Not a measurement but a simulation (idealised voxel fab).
The document below concerns the process module designated voxel capacitor over wiring.
In the cross-section labelled cut, the width is 270 nm and each square cell is 5 nm.
Just so we're on the same page, the cross-sections are grids of square cells, and they're listed out in bands top to bottom, each band one or more rows deep. Band entry format. Leading values: height of top, height of bottom, nm. Remainder: materials in left-to-right order, each with its width in nm. Special words: "everywhere" on a single material, which then fills the band edge to edge; "empty", empty space. It should be noted that heights are counted from 0, beneath which the wafer as supplied is of one material throughout, and that the lowest band possesses no lower boundary but continues downward, as written in "z 0 and below". Width spec "30->40" -> top row of cells at first value, bottom row at second value, equal per-row change in between. Where the words "nothing got changed" appear for a step, the cross-section shows no cell changed by that step; every cell remained as before. Each empty space that has no open way to the top and spans at least 8 cells appears under "Fully sealed cavities" as width x height at distance, the distance counted from the left edge, all in nm. Read whatever lies past the settings on a step's line as the simulator's own remark about the step. What "overlay nm" on a step's line means: if the step has a mask, that mask lay this far to the right of its planned place, or, when the value is negative, to the left. Quick note on how to read the rest: it's all pairs. You get the cross-section before a process step and the one after, but the after one only goes down as far as the lowest band that changed. The step in between, with its settings, sits under the pair. Heads up, the pairs can come from different runs of this module on the same starting wafer, so don't assume a pair picks up from the one above unless its "Ahead of processing" entry says it does.
Ahead of processing:
* z 0 and below = Si everywhere
* Fully sealed cavities: none
Cross-Section Thereafter:
* z 15 to 0 = SiO2 everywhere
* Anything lower than 0 is untouched.
* Fully sealed cavities: none
The process step separating the two cross-sections depicted above is as follows: CONFORMAL_DEP, material SiO2, thk nm 15
Ahead of processing: we pick up right where the pair above leaves off, with its after cross-section.
Cross-Section Thereafter:
* z 20 to 15 = SiN everywhere
* Anything lower than 15 is untouched.
* Fully sealed cavities: none
The process step separating the two cross-sections depicted above is as follows: CONFORMAL_DEP, material SiN, thk nm 5
Ahead of processing: we pick up right where the pair above leaves off, with its after cross-section.
Cross-Section Thereafter:
* z 35 to 20 = lowk everywhere
* Anything lower than 20 is untouched.
* Fully sealed cavities: none
The process step separating the two cross-sections depicted above is as follows: DIRECTIONAL_DEP, material lowk, thk nm 15
Ahead of processing: we pick up right where the pair above leaves off, with its after cross-section.
Cross-Section Thereafter:
* z 50 to 35 = 80 of resist; 25 of empty; 60 of resist; 25 of empty; 80 of resist
* Anything lower than 35 is untouched.
* Fully sealed cavities: none
The process step separating the two cross-sections depicted above is as follows: PATTERN, tone open, mask id METAL_1, material resist, width nm 25, pitch nm 85, thk nm 15, overlay nm 0
Ahead of processing: we pick up right where the pair above leaves off, with its after cross-section.
Cross-Section Thereafter:
* z 50 to 35 = 80 of resist; 25 of empty; 60 of resist; 25 of empty; 80 of resist
* z 35 to 20 = 80 of lowk; 25 of empty; 60 of lowk; 25 of empty; 80 of lowk
* Anything lower than 20 is untouched.
* Fully sealed cavities: none
The process step separating the two cross-sections depicted above is as follows: DIRECTIONAL_ETCH, etch materials lowk, depth nm 15
Ahead of processing: we pick up right where the pair above leaves off, with its after cross-section.
Cross-Section Thereafter:
* z 50 to 35 = 80 of resist; 25 of empty; 60 of resist; 25 of empty; 80 of resist
* z 35 to 20 = 80 of lowk; 25 of empty; 60 of lowk; 25 of empty; 80 of lowk
* z 20 to 15 = 80 of SiN; 25 of empty; 60 of SiN; 25 of empty; 80 of SiN
* Anything lower than 15 is untouched.
* Fully sealed cavities: none
The process step separating the two cross-sections depicted above is as follows: DIRECTIONAL_ETCH, etch materials SiN, depth nm 5
Ahead of processing: we pick up right where the pair above leaves off, with its after cross-section.
Cross-Section Thereafter:
* z 35 to 20 = 80 of lowk; 25 of empty; 60 of lowk; 25 of empty; 80 of lowk
* Anything lower than 20 is untouched.
* Fully sealed cavities: none
The process step separating the two cross-sections depicted above is as follows: STRIP, etch materials resist
Ahead of processing: we pick up right where the pair above leaves off, with its after cross-section.
Cross-Section Thereafter:
* z 40 to 35 = 85 of TiN; 15 of empty; 70 of TiN; 15 of empty; 85 of TiN
* z 35 to 20 = 80 of lowk; 5 of TiN; 15 of empty; 5 of TiN; 60 of lowk; 5 of TiN; 15 of empty; 5 of TiN; 80 of lowk
* z 20 to 15 = 80 of SiN; 25 of TiN; 60 of SiN; 25 of TiN; 80 of SiN
* Anything lower than 15 is untouched.
* Fully sealed cavities: none
The process step separating the two cross-sections depicted above is as follows: CONFORMAL_DEP, material TiN, thk nm 5
Ahead of processing: we pick up right where the pair above leaves off, with its after cross-section.
Cross-Section Thereafter:
* z 50 to 40 = Cu everywhere
* z 40 to 35 = 85 of TiN; 15 of Cu; 70 of TiN; 15 of Cu; 85 of TiN
* z 35 to 20 = 80 of lowk; 5 of TiN; 15 of Cu; 5 of TiN; 60 of lowk; 5 of TiN; 15 of Cu; 5 of TiN; 80 of lowk
* Anything lower than 20 is untouched.
* Fully sealed cavities: none
The process step separating the two cross-sections depicted above is as follows: FILL_DEP, material Cu, thk nm 10
Ahead of processing: we pick up right where the pair above leaves off, with its after cross-section.
Cross-Section Thereafter:
* z 35 to 20 = 80 of lowk; 5 of TiN; 15 of Cu; 5 of TiN; 60 of lowk; 5 of TiN; 15 of Cu; 5 of TiN; 80 of lowk
* Anything lower than 20 is untouched.
* Fully sealed cavities: none
The process step separating the two cross-sections depicted above is as follows: CMP, height nm 35
Ahead of processing: we pick up right where the pair above leaves off, with its after cross-section.
Cross-Section Thereafter:
* z 40 to 35 = SiCN everywhere
* Anything lower than 35 is untouched.
* Fully sealed cavities: none
The process step separating the two cross-sections depicted above is as follows: CONFORMAL_DEP, material SiCN, thk nm 5
Ahead of processing: we pick up right where the pair above leaves off, with its after cross-section.
Cross-Section Thereafter:
* z 60 to 40 = lowk everywhere
* Anything lower than 40 is untouched.
* Fully sealed cavities: none
The process step separating the two cross-sections depicted above is as follows: DIRECTIONAL_DEP, material lowk, thk nm 20
Ahead of processing: we pick up right where the pair above leaves off, with its after cross-section.
Cross-Section Thereafter:
* z 75 to 60 = 90 of resist; 15 of empty; 165 of resist
* Anything lower than 60 is untouched.
* Fully sealed cavities: none
The process step separating the two cross-sections depicted above is as follows: PATTERN, tone open, mask id PLUG_1, material resist, width nm 15, thk nm 15, overlay nm 0
Ahead of processing: we pick up right where the pair above leaves off, with its after cross-section.
Cross-Section Thereafter:
* z 75 to 60 = 90 of resist; 15 of empty; 165 of resist
* z 60 to 40 = 90 of lowk; 15 of empty; 165 of lowk
* Anything lower than 40 is untouched.
* Fully sealed cavities: none
The process step separating the two cross-sections depicted above is as follows: DIRECTIONAL_ETCH, etch materials lowk, depth nm 20
Ahead of processing: we pick up right where the pair above leaves off, with its after cross-section.
Cross-Section Thereafter:
* z 75 to 60 = 90 of resist; 15 of empty; 165 of resist
* z 60 to 40 = 90 of lowk; 15 of empty; 165 of lowk
* z 40 to 35 = 90 of SiCN; 15 of empty; 165 of SiCN
* Anything lower than 35 is untouched.
* Fully sealed cavities: none
The process step separating the two cross-sections depicted above is as follows: DIRECTIONAL_ETCH, etch materials SiCN, depth nm 5
Ahead of processing: we pick up right where the pair above leaves off, with its after cross-section.
Cross-Section Thereafter:
* z 60 to 40 = 90 of lowk; 15 of empty; 165 of lowk
* Anything lower than 40 is untouched.
* Fully sealed cavities: none
The process step separating the two cross-sections depicted above is as follows: STRIP, etch materials resist
Ahead of processing: we pick up right where the pair above leaves off, with its after cross-section.
Cross-Section Thereafter:
* z 60 to 45 = 90 of lowk; 15 of empty; 165 of lowk
* z 45 to 40 = 90 of lowk; 15 of Ru; 165 of lowk
* z 40 to 35 = 90 of SiCN; 15 of Ru; 165 of SiCN
* Anything lower than 35 is untouched.
* Fully sealed cavities: none
The process step separating the two cross-sections depicted above is as follows: EPI, material Ru, thk nm 10
Ahead of processing: we pick up right where the pair above leaves off, with its after cross-section.
Cross-Section Thereafter:
* z 60 to 55 = 90 of lowk; 15 of empty; 165 of lowk
* z 55 to 40 = 90 of lowk; 15 of Ru; 165 of lowk
* Anything lower than 40 is untouched.
* Fully sealed cavities: none
The process step separating the two cross-sections depicted above is as follows: EPI, material Ru, thk nm 10
Ahead of processing: we pick up right where the pair above leaves off, with its after cross-section.
Cross-Section Thereafter:
* z 60 to 40 = 90 of lowk; 15 of Ru; 165 of lowk
* Anything lower than 40 is untouched.
* Fully sealed cavities: none
The process step separating the two cross-sections depicted above is as follows: EPI, material Ru, thk nm 5
Ahead of processing: we pick up right where the pair above leaves off, with its after cross-section.
Cross-Section Thereafter:
* z 65 to 60 = TiN everywhere
* Anything lower than 60 is untouched.
* Fully sealed cavities: none
The process step separating the two cross-sections depicted above is as follows: DIRECTIONAL_DEP, material TiN, thk nm 5
Ahead of processing: we pick up right where the pair above leaves off, with its after cross-section.
Cross-Section Thereafter:
* z 70 to 65 = HfO2 everywhere
* Anything lower than 65 is untouched.
* Fully sealed cavities: none
The process step separating the two cross-sections depicted above is as follows: DIRECTIONAL_DEP, material HfO2, thk nm 5
Ahead of processing: we pick up right where the pair above leaves off, with its after cross-section.
Cross-Section Thereafter:
* z 80 to 70 = TiN everywhere
* Anything lower than 70 is untouched.
* Fully sealed cavities: none
The process step separating the two cross-sections depicted above is as follows: DIRECTIONAL_DEP, material TiN, thk nm 10
Ahead of processing: we pick up right where the pair above leaves off, with its after cross-section.
Cross-Section Thereafter:
* z 90 to 80 = aC everywhere
* Anything lower than 80 is untouched.
* Fully sealed cavities: none
The process step separating the two cross-sections depicted above is as follows: DIRECTIONAL_DEP, material aC, thk nm 10
Ahead of processing: we pick up right where the pair above leaves off, with its after cross-section.
Cross-Section Thereafter:
* z 120 to 90 = 90 of empty; 65 of resist; 115 of empty
* Anything lower than 90 is untouched.
* Fully sealed cavities: none
The process step separating the two cross-sections depicted above is as follows: PATTERN, tone cover, mask id UPPER_PLATE, material resist, width nm 65, thk nm 30, overlay nm 0
Ahead of processing: we pick up right where the pair above leaves off, with its after cross-section.
Cross-Section Thereafter:
* z 110 to 90 = 90 of empty; 65 of resist; 115 of empty
* z 90 to 80 = 90 of empty; 65 of aC; 115 of empty
* Anything lower than 80 is untouched.
* Fully sealed cavities: none
The process step separating the two cross-sections depicted above is as follows: DIRECTIONAL_ETCH, etch materials aC, depth nm 10
Ahead of processing: we pick up right where the pair above leaves off, with its after cross-section.
Cross-Section Thereafter:
* z 90 to 80 = 90 of empty; 65 of aC; 115 of empty
* Anything lower than 80 is untouched.
* Fully sealed cavities: none
The process step separating the two cross-sections depicted above is as follows: STRIP, etch materials resist
Ahead of processing: we pick up right where the pair above leaves off, with its after cross-section.
Cross-Section Thereafter:
* z 90 to 80 = 90 of empty; 65 of aC; 115 of empty
* z 80 to 70 = 90 of empty; 65 of TiN; 115 of empty
* Anything lower than 70 is untouched.
* Fully sealed cavities: none
The process step separating the two cross-sections depicted above is as follows: DIRECTIONAL_ETCH, etch materials TiN, depth nm 10
Ahead of processing: we pick up right where the pair above leaves off, with its after cross-section.
Cross-Section Thereafter:
* z 90 to 80 = 90 of empty; 65 of aC; 115 of empty
* z 80 to 70 = 90 of empty; 65 of TiN; 115 of empty
* z 70 to 65 = 90 of empty; 65 of HfO2; 115 of empty
* Anything lower than 65 is untouched.
* Fully sealed cavities: none
The process step separating the two cross-sections depicted above is as follows: DIRECTIONAL_ETCH, etch materials HfO2, depth nm 5
Ahead of processing: we pick up right where the pair above leaves off, with its after cross-section.
Cross-Section Thereafter:
* z 80 to 70 = 90 of empty; 65 of TiN; 115 of empty
* Anything lower than 70 is untouched.
* Fully sealed cavities: none
The process step separating the two cross-sections depicted above is as follows: STRIP, etch materials aC
Ahead of processing: we pick up right where the pair above leaves off, with its after cross-section.
Cross-Section Thereafter:
* z 95 to 80 = 90 of empty; 65 of aC; 115 of empty
* z 80 to 70 = 90 of aC; 65 of TiN; 115 of aC
* z 70 to 65 = 90 of aC; 65 of HfO2; 115 of aC
* Anything lower than 65 is untouched.
* Fully sealed cavities: none
The process step separating the two cross-sections depicted above is as follows: DIRECTIONAL_DEP, material aC, thk nm 15
Ahead of processing: we pick up right where the pair above leaves off, with its after cross-section.
Cross-Section Thereafter:
* z 130 to 95 = 85 of empty; 75 of resist; 110 of empty
* z 95 to 80 = 85 of empty; 5 of resist; 65 of aC; 5 of resist; 110 of empty
* Anything lower than 80 is untouched.
* Fully sealed cavities: none
The process step separating the two cross-sections depicted above is as follows: PATTERN, tone cover, mask id LOWER_PLATE, material resist, width nm 75, thk nm 35, overlay nm 0
Ahead of processing: we pick up right where the pair above leaves off, with its after cross-section.
Cross-Section Thereafter:
* z 115 to 95 = 85 of empty; 75 of resist; 110 of empty
* z 95 to 80 = 85 of empty; 5 of resist; 65 of aC; 5 of resist; 110 of empty
* z 80 to 70 = 85 of empty; 5 of aC; 65 of TiN; 5 of aC; 110 of empty
* z 70 to 65 = 85 of empty; 5 of aC; 65 of HfO2; 5 of aC; 110 of empty
* Anything lower than 65 is untouched.
* Fully sealed cavities: none
The process step separating the two cross-sections depicted above is as follows: DIRECTIONAL_ETCH, etch materials aC, depth nm 15
Ahead of processing: we pick up right where the pair above leaves off, with its after cross-section.
Cross-Section Thereafter:
* z 95 to 80 = 90 of empty; 65 of aC; 115 of empty
* Anything lower than 80 is untouched.
* Fully sealed cavities: none
The process step separating the two cross-sections depicted above is as follows: STRIP, etch materials resist
Ahead of processing: we pick up right where the pair above leaves off, with its after cross-section.
Cross-Section Thereafter:
* z 95 to 80 = 90 of empty; 65 of aC; 115 of empty
* z 80 to 70 = 85 of empty; 5 of aC; 65 of TiN; 5 of aC; 110 of empty
* z 70 to 65 = 85 of empty; 5 of aC; 65 of HfO2; 5 of aC; 110 of empty
* z 65 to 60 = 85 of empty; 75 of TiN; 110 of empty
* Anything lower than 60 is untouched.
* Fully sealed cavities: none
The process step separating the two cross-sections depicted above is as follows: DIRECTIONAL_ETCH, etch materials TiN, depth nm 5
Ahead of processing: we pick up right where the pair above leaves off, with its after cross-section.
Cross-Section Thereafter:
* z 80 to 70 = 90 of empty; 65 of TiN; 115 of empty
* z 70 to 65 = 90 of empty; 65 of HfO2; 115 of empty
* Anything lower than 65 is untouched.
* Fully sealed cavities: none
The process step separating the two cross-sections depicted above is as follows: STRIP, etch materials aC
Ahead of processing: we pick up right where the pair above leaves off, with its after cross-section.
Cross-Section Thereafter:
* z 100 to 80 = SiO2 everywhere
* z 80 to 70 = 90 of SiO2; 65 of TiN; 115 of SiO2
* z 70 to 65 = 90 of SiO2; 65 of HfO2; 115 of SiO2
* z 65 to 60 = 85 of SiO2; 75 of TiN; 110 of SiO2
* Anything lower than 60 is untouched.
* Fully sealed cavities: none
The process step separating the two cross-sections depicted above is as follows: FILL_DEP, material SiO2, thk nm 20
Ahead of processing: we pick up right where the pair above leaves off, with its after cross-section.
Cross-Section Thereafter:
* z 95 to 80 = SiO2 everywhere
* Anything lower than 80 is untouched.
* Fully sealed cavities: none
The process step separating the two cross-sections depicted above is as follows: CMP, height nm 95
Ahead of processing: we pick up right where the pair above leaves off, with its after cross-section.
Cross-Section Thereafter:
* z 105 to 95 = aC everywhere
* Anything lower than 95 is untouched.
* Fully sealed cavities: none
The process step separating the two cross-sections depicted above is as follows: DIRECTIONAL_DEP, material aC, thk nm 10
Ahead of processing: we pick up right where the pair above leaves off, with its after cross-section.
Cross-Section Thereafter:
* z 130 to 105 = 100 of resist; 15 of empty; 155 of resist
* Anything lower than 105 is untouched.
* Fully sealed cavities: none
The process step separating the two cross-sections depicted above is as follows: PATTERN, tone open, mask id PLUG_2, material resist, width nm 15, thk nm 25, overlay nm 0
Ahead of processing: we pick up right where the pair above leaves off, with its after cross-section.
Cross-Section Thereafter:
* z 120 to 105 = 100 of resist; 15 of empty; 155 of resist
* z 105 to 95 = 100 of aC; 15 of empty; 155 of aC
* Anything lower than 95 is untouched.
* Fully sealed cavities: none
The process step separating the two cross-sections depicted above is as follows: DIRECTIONAL_ETCH, etch materials aC, depth nm 10
Ahead of processing: we pick up right where the pair above leaves off, with its after cross-section.
Cross-Section Thereafter:
* z 105 to 95 = 100 of aC; 15 of empty; 155 of aC
* Anything lower than 95 is untouched.
* Fully sealed cavities: none
The process step separating the two cross-sections depicted above is as follows: STRIP, etch materials resist
Ahead of processing: we pick up right where the pair above leaves off, with its after cross-section.
Cross-Section Thereafter:
* z 105 to 95 = 100 of aC; 15 of empty; 155 of aC
* z 95 to 80 = 100 of SiO2; 15 of empty; 155 of SiO2
* Anything lower than 80 is untouched.
* Fully sealed cavities: none
The process step separating the two cross-sections depicted above is as follows: DIRECTIONAL_ETCH, etch materials SiO2, depth nm 15
Ahead of processing: we pick up right where the pair above leaves off, with its after cross-section.
Cross-Section Thereafter:
* z 95 to 80 = 100 of SiO2; 15 of empty; 155 of SiO2
* Anything lower than 80 is untouched.
* Fully sealed cavities: none
The process step separating the two cross-sections depicted above is as follows: STRIP, etch materials aC
Ahead of processing: we pick up right where the pair above leaves off, with its after cross-section.
Cross-Section Thereafter:
* z 100 to 95 = 105 of TiN; 5 of empty; 160 of TiN
* z 95 to 85 = 100 of SiO2; 5 of TiN; 5 of empty; 5 of TiN; 155 of SiO2
* z 85 to 80 = 100 of SiO2; 15 of TiN; 155 of SiO2
* Anything lower than 80 is untouched.
* Fully sealed cavities: none
The process step separating the two cross-sections depicted above is as follows: CONFORMAL_DEP, material TiN, thk nm 5
Ahead of processing: we pick up right where the pair above leaves off, with its after cross-section.
Cross-Section Thereafter:
* z 105 to 100 = Cu everywhere
* z 100 to 95 = 105 of TiN; 5 of Cu; 160 of TiN
* z 95 to 85 = 100 of SiO2; 5 of TiN; 5 of Cu; 5 of TiN; 155 of SiO2
* Anything lower than 85 is untouched.
* Fully sealed cavities: none
The process step separating the two cross-sections depicted above is as follows: FILL_DEP, material Cu, thk nm 5
Ahead of processing: we pick up right where the pair above leaves off, with its after cross-section.
Cross-Section Thereafter:
* z 95 to 85 = 100 of SiO2; 5 of TiN; 5 of Cu; 5 of TiN; 155 of SiO2
* Anything lower than 85 is untouched.
* Fully sealed cavities: none
The process step separating the two cross-sections depicted above is as follows: CMP, height nm 95
Ahead of processing: we pick up right where the pair above leaves off, with its after cross-section.
Cross-Section Thereafter:
* z 100 to 95 = SiCN everywhere
* Anything lower than 95 is untouched.
* Fully sealed cavities: none
The process step separating the two cross-sections depicted above is as follows: CONFORMAL_DEP, material SiCN, thk nm 5
Ahead of processing:
* z 60 to 40 = 90 of lowk; 15 of Ru; 165 of lowk
* z 40 to 35 = 90 of SiCN; 15 of Ru; 165 of SiCN
* z 35 to 20 = 80 of lowk; 5 of TiN; 15 of Cu; 5 of TiN; 60 of lowk; 5 of TiN; 15 of Cu; 5 of TiN; 80 of lowk
* z 20 to 15 = 80 of SiN; 25 of TiN; 60 of SiN; 25 of TiN; 80 of SiN
* z 15 to 0 = SiO2 everywhere
* z 0 and below = Si everywhere
* Fully sealed cavities: none
Cross-Section Thereafter:
* z 65 to 60 = HfO2 everywhere
* Anything lower than 60 is untouched.
* Fully sealed cavities: none
The process step separating the two cross-sections depicted above is as follows: DIRECTIONAL_DEP, material HfO2, thk nm 5
Ahead of processing: we pick up right where the pair above leaves off, with its after cross-section.
Cross-Section Thereafter:
* z 75 to 65 = TiN everywhere
* Anything lower than 65 is untouched.
* Fully sealed cavities: none
The process step separating the two cross-sections depicted above is as follows: DIRECTIONAL_DEP, material TiN, thk nm 10
Ahead of processing: we pick up right where the pair above leaves off, with its after cross-section.
Cross-Section Thereafter:
* z 85 to 75 = aC everywhere
* Anything lower than 75 is untouched.
* Fully sealed cavities: none
The process step separating the two cross-sections depicted above is as follows: DIRECTIONAL_DEP, material aC, thk nm 10
Ahead of processing: we pick up right where the pair above leaves off, with its after cross-section.
Cross-Section Thereafter:
* z 115 to 85 = 90 of empty; 65 of resist; 115 of empty
* Anything lower than 85 is untouched.
* Fully sealed cavities: none
The process step separating the two cross-sections depicted above is as follows: PATTERN, tone cover, mask id UPPER_PLATE, material resist, width nm 65, thk nm 30, overlay nm 0
Ahead of processing: we pick up right where the pair above leaves off, with its after cross-section.
Cross-Section Thereafter:
* z 105 to 85 = 90 of empty; 65 of resist; 115 of empty
* z 85 to 75 = 90 of empty; 65 of aC; 115 of empty
* Anything lower than 75 is untouched.
* Fully sealed cavities: none
The process step separating the two cross-sections depicted above is as follows: DIRECTIONAL_ETCH, etch materials aC, depth nm 10
Ahead of processing: we pick up right where the pair above leaves off, with its after cross-section.
Cross-Section Thereafter:
* z 85 to 75 = 90 of empty; 65 of aC; 115 of empty
* Anything lower than 75 is untouched.
* Fully sealed cavities: none
The process step separating the two cross-sections depicted above is as follows: STRIP, etch materials resist
Ahead of processing: we pick up right where the pair above leaves off, with its after cross-section.
Cross-Section Thereafter:
* z 85 to 75 = 90 of empty; 65 of aC; 115 of empty
* z 75 to 65 = 90 of empty; 65 of TiN; 115 of empty
* Anything lower than 65 is untouched.
* Fully sealed cavities: none
The process step separating the two cross-sections depicted above is as follows: DIRECTIONAL_ETCH, etch materials TiN, depth nm 10
Ahead of processing: we pick up right where the pair above leaves off, with its after cross-section.
Cross-Section Thereafter:
* z 85 to 75 = 90 of empty; 65 of aC; 115 of empty
* z 75 to 65 = 90 of empty; 65 of TiN; 115 of empty
* z 65 to 60 = 90 of empty; 65 of HfO2; 115 of empty
* Anything lower than 60 is untouched.
* Fully sealed cavities: none
The process step separating the two cross-sections depicted above is as follows: DIRECTIONAL_ETCH, etch materials HfO2, depth nm 5
Ahead of processing: we pick up right where the pair above leaves off, with its after cross-section.
Cross-Section Thereafter:
* z 75 to 65 = 90 of empty; 65 of TiN; 115 of empty
* Anything lower than 65 is untouched.
* Fully sealed cavities: none
The process step separating the two cross-sections depicted above is as follows: STRIP, etch materials aC
Ahead of processing: we pick up right where the pair above leaves off, with its after cross-section.
Cross-Section Thereafter:
* z 90 to 75 = 90 of empty; 65 of aC; 115 of empty
* z 75 to 65 = 90 of aC; 65 of TiN; 115 of aC
* z 65 to 60 = 90 of aC; 65 of HfO2; 115 of aC
* Anything lower than 60 is untouched.
* Fully sealed cavities: none
The process step separating the two cross-sections depicted above is as follows: DIRECTIONAL_DEP, material aC, thk nm 15
Ahead of processing: we pick up right where the pair above leaves off, with its after cross-section.
Cross-Section Thereafter:
* z 125 to 90 = 85 of empty; 75 of resist; 110 of empty
* z 90 to 75 = 85 of empty; 5 of resist; 65 of aC; 5 of resist; 110 of empty
* Anything lower than 75 is untouched.
* Fully sealed cavities: none
The process step separating the two cross-sections depicted above is as follows: PATTERN, tone cover, mask id LOWER_PLATE, material resist, width nm 75, thk nm 35, overlay nm 0
Ahead of processing: we pick up right where the pair above leaves off, with its after cross-section.
Cross-Section Thereafter:
* z 110 to 90 = 85 of empty; 75 of resist; 110 of empty
* z 90 to 75 = 85 of empty; 5 of resist; 65 of aC; 5 of resist; 110 of empty
* z 75 to 65 = 85 of empty; 5 of aC; 65 of TiN; 5 of aC; 110 of empty
* z 65 to 60 = 85 of empty; 5 of aC; 65 of HfO2; 5 of aC; 110 of empty
* Anything lower than 60 is untouched.
* Fully sealed cavities: none
The process step separating the two cross-sections depicted above is as follows: DIRECTIONAL_ETCH, etch materials aC, depth nm 15
Ahead of processing: we pick up right where the pair above leaves off, with its after cross-section.
Cross-Section Thereafter:
* z 90 to 75 = 90 of empty; 65 of aC; 115 of empty
* Anything lower than 75 is untouched.
* Fully sealed cavities: none
The process step separating the two cross-sections depicted above is as follows: STRIP, etch materials resist
Ahead of processing: we pick up right where the pair above leaves off, with its after cross-section.
Cross-Section Thereafter:
* z 75 to 65 = 90 of empty; 65 of TiN; 115 of empty
* z 65 to 60 = 90 of empty; 65 of HfO2; 115 of empty
* Anything lower than 60 is untouched.
* Fully sealed cavities: none
The process step separating the two cross-sections depicted above is as follows: STRIP, etch materials aC
Ahead of processing: we pick up right where the pair above leaves off, with its after cross-section.
Cross-Section Thereafter:
* z 95 to 75 = SiO2 everywhere
* z 75 to 65 = 90 of SiO2; 65 of TiN; 115 of SiO2
* z 65 to 60 = 90 of SiO2; 65 of HfO2; 115 of SiO2
* Anything lower than 60 is untouched.
* Fully sealed cavities: none
The process step separating the two cross-sections depicted above is as follows: FILL_DEP, material SiO2, thk nm 20
Ahead of processing: we pick up right where the pair above leaves off, with its after cross-section.
Cross-Section Thereafter:
* z 105 to 95 = aC everywhere
* Anything lower than 95 is untouched.
* Fully sealed cavities: none
The process step separating the two cross-sections depicted above is as follows: DIRECTIONAL_DEP, material aC, thk nm 10
Ahead of processing: we pick up right where the pair above leaves off, with its after cross-section.
Cross-Section Thereafter:
* z 130 to 105 = 100 of resist; 15 of empty; 155 of resist
* Anything lower than 105 is untouched.
* Fully sealed cavities: none
The process step separating the two cross-sections depicted above is as follows: PATTERN, tone open, mask id PLUG_2, material resist, width nm 15, thk nm 25, overlay nm 0
Ahead of processing: we pick up right where the pair above leaves off, with its after cross-section.
Cross-Section Thereafter:
* z 120 to 105 = 100 of resist; 15 of empty; 155 of resist
* z 105 to 95 = 100 of aC; 15 of empty; 155 of aC
* Anything lower than 95 is untouched.
* Fully sealed cavities: none
The process step separating the two cross-sections depicted above is as follows: DIRECTIONAL_ETCH, etch materials aC, depth nm 10
Ahead of processing: we pick up right where the pair above leaves off, with its after cross-section.
Cross-Section Thereafter:
* z 105 to 95 = 100 of aC; 15 of empty; 155 of aC
* Anything lower than 95 is untouched.
* Fully sealed cavities: none
The process step separating the two cross-sections depicted above is as follows: STRIP, etch materials resist
Ahead of processing: we pick up right where the pair above leaves off, with its after cross-section.
Cross-Section Thereafter:
* z 105 to 95 = 100 of aC; 15 of empty; 155 of aC
* z 95 to 80 = 100 of SiO2; 15 of empty; 155 of SiO2
* Anything lower than 80 is untouched.
* Fully sealed cavities: none
The process step separating the two cross-sections depicted above is as follows: DIRECTIONAL_ETCH, etch materials SiO2, depth nm 15
Ahead of processing: we pick up right where the pair above leaves off, with its after cross-section.
Cross-Section Thereafter:
* z 95 to 80 = 100 of SiO2; 15 of empty; 155 of SiO2
* Anything lower than 80 is untouched.
* Fully sealed cavities: none
The process step separating the two cross-sections depicted above is as follows: STRIP, etch materials aC
Ahead of processing: we pick up right where the pair above leaves off, with its after cross-section.
Cross-Section Thereafter:
* z 100 to 95 = 105 of TiN; 5 of empty; 160 of TiN
* z 95 to 85 = 100 of SiO2; 5 of TiN; 5 of empty; 5 of TiN; 155 of SiO2
* z 85 to 80 = 100 of SiO2; 15 of TiN; 155 of SiO2
* Anything lower than 80 is untouched.
* Fully sealed cavities: none
The process step separating the two cross-sections depicted above is as follows: CONFORMAL_DEP, material TiN, thk nm 5
Ahead of processing: we pick up right where the pair above leaves off, with its after cross-section.
Cross-Section Thereafter:
* z 105 to 100 = Cu everywhere
* z 100 to 95 = 105 of TiN; 5 of Cu; 160 of TiN
* z 95 to 85 = 100 of SiO2; 5 of TiN; 5 of Cu; 5 of TiN; 155 of SiO2
* Anything lower than 85 is untouched.
* Fully sealed cavities: none
The process step separating the two cross-sections depicted above is as follows: FILL_DEP, material Cu, thk nm 5
Ahead of processing: we pick up right where the pair above leaves off, with its after cross-section.
Cross-Section Thereafter:
* z 95 to 85 = 100 of SiO2; 5 of TiN; 5 of Cu; 5 of TiN; 155 of SiO2
* Anything lower than 85 is untouched.
* Fully sealed cavities: none
The process step separating the two cross-sections depicted above is as follows: CMP, height nm 95
Ahead of processing: we pick up right where the pair above leaves off, with its after cross-section.
Cross-Section Thereafter:
* z 100 to 95 = SiCN everywhere
* Anything lower than 95 is untouched.
* Fully sealed cavities: none
The process step separating the two cross-sections depicted above is as follows: CONFORMAL_DEP, material SiCN, thk nm 5
Ahead of processing:
* z 60 to 40 = lowk everywhere
* z 40 to 35 = SiCN everywhere
* z 35 to 20 = 80 of lowk; 5 of TiN; 15 of Cu; 5 of TiN; 60 of lowk; 5 of TiN; 15 of Cu; 5 of TiN; 80 of lowk
* z 20 to 15 = 80 of SiN; 25 of TiN; 60 of SiN; 25 of TiN; 80 of SiN
* z 15 to 0 = SiO2 everywhere
* z 0 and below = Si everywhere
* Fully sealed cavities: none
Cross-Section Thereafter:
* z 80 to 40 = lowk everywhere
* Anything lower than 40 is untouched.
* Fully sealed cavities: none
The process step separating the two cross-sections depicted above is as follows: DIRECTIONAL_DEP, material lowk, thk nm 20
Ahead of processing: we pick up right where the pair above leaves off, with its after cross-section.
Cross-Section Thereafter:
* z 95 to 80 = 90 of resist; 15 of empty; 165 of resist
* Anything lower than 80 is untouched.
* Fully sealed cavities: none
The process step separating the two cross-sections depicted above is as follows: PATTERN, tone open, mask id PLUG_1, material resist, width nm 15, thk nm 15, overlay nm 0
Ahead of processing: we pick up right where the pair above leaves off, with its after cross-section.
Cross-Section Thereafter:
* z 95 to 80 = 90 of resist; 15 of empty; 165 of resist
* z 80 to 60 = 90 of lowk; 15 of empty; 165 of lowk
* Anything lower than 60 is untouched.
* Fully sealed cavities: none
The process step separating the two cross-sections depicted above is as follows: DIRECTIONAL_ETCH, etch materials lowk, depth nm 20
Ahead of processing: we pick up right where the pair above leaves off, with its after cross-section.
Cross-Section Thereafter:
* z 80 to 60 = 90 of lowk; 15 of empty; 165 of lowk
* Anything lower than 60 is untouched.
* Fully sealed cavities: none
The process step separating the two cross-sections depicted above is as follows: STRIP, etch materials resist
Ahead of processing: we pick up right where the pair above leaves off, with its after cross-section.
Cross-Section Thereafter:
* z 85 to 80 = 90 of TiN; 15 of empty; 165 of TiN
* z 80 to 65 = 90 of lowk; 15 of empty; 165 of lowk
* z 65 to 60 = 90 of lowk; 15 of TiN; 165 of lowk
* Anything lower than 60 is untouched.
* Fully sealed cavities: none
The process step separating the two cross-sections depicted above is as follows: DIRECTIONAL_DEP, material TiN, thk nm 5
Ahead of processing: we pick up right where the pair above leaves off, with its after cross-section.
Cross-Section Thereafter:
* z 90 to 85 = 90 of HfO2; 15 of empty; 165 of HfO2
* z 85 to 80 = 90 of TiN; 15 of empty; 165 of TiN
* z 80 to 70 = 90 of lowk; 15 of empty; 165 of lowk
* z 70 to 65 = 90 of lowk; 15 of HfO2; 165 of lowk
* Anything lower than 65 is untouched.
* Fully sealed cavities: none
The process step separating the two cross-sections depicted above is as follows: DIRECTIONAL_DEP, material HfO2, thk nm 5
